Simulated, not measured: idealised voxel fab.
process module | voxel ribs on slabs
cross-section cut | 265 nm wide | cells 5 nm
A cross-section is a grid of square cells, given in bands from the top down. A band is one or more rows of cells.
Each band's line starts with the height of the band's top and of its bottom, in nm. Then come its materials from left to right, each with its width in nm. One material with "throughout" fills the band from edge to edge. "air" is empty space.
Height 0 is the level under which the wafer as received is all one material. The lowest band goes on downwards, as in "0 down".
A width such as "30 to 40" changes by the same amount from each row of cells to the next, from the band's top row to its bottom row.
"no change" after a step means that no cell of the cross-section changed.
closed voids: empty space of 8 cells or more with no open way to the top, each as width x height at its distance from the left edge, in nm
after a step's settings: what the simulator itself notes on the step
overlay nm, on a step with a mask: how far to the right of its planned place the mask lay; to the left if negative
plan
1 op RECEIVE | material Si
2 op DIRECTIONAL_DEP | material SiO2 | thk nm 30
3 op DIRECTIONAL_DEP | material SiN | thk nm 20
4 op PATTERN | tone cover | mask id RIB | material resist | width nm 25 | thk nm 15 | overlay nm 0
5 op DIRECTIONAL_ETCH | etch materials SiN | depth nm 5
6 op STRIP | etch materials resist
7 op PATTERN | tone cover | mask id SLAB | material resist | width nm 85 | thk nm 15 | overlay nm 0
8 op DIRECTIONAL_ETCH | etch materials SiN | depth nm 15
9 op STRIP | etch materials resist
10 op FILL_DEP | material SiO2 | thk nm 20
11 op CMP | height nm 60
12 op DIRECTIONAL_DEP | material W | thk nm 5
13 op DIRECTIONAL_DEP | material aC | thk nm 15
14 op PATTERN | tone cover | mask id HEATER | material resist | width nm 35 | thk nm 30 | overlay nm 0
15 op DIRECTIONAL_ETCH | etch materials aC | depth nm 15
16 op STRIP | etch materials resist
17 op DIRECTIONAL_ETCH | etch materials W | depth nm 5
18 op STRIP | etch materials aC
19 op CONFORMAL_DEP | material SiN | thk nm 10
as received, after step 1
  0 down: Si throughout
  closed voids: none
a wafer at the end: this start, this plan, one mistake
  90 to 80: SiN throughout
  80 to 65: SiO2 throughout
  65 to 60: W throughout
  60 to 50: SiO2 throughout
  50 to 45: SiO2 120 | SiN 25 | SiO2 120
  45 to 30: SiO2 90 | SiN 85 | SiO2 90
  30 to 0: SiO2 throughout
  0 down: Si throughout
  closed voids: none
what went wrong: step 13 ran as: op DIRECTIONAL_DEP | material SiO2 | thk nm 15
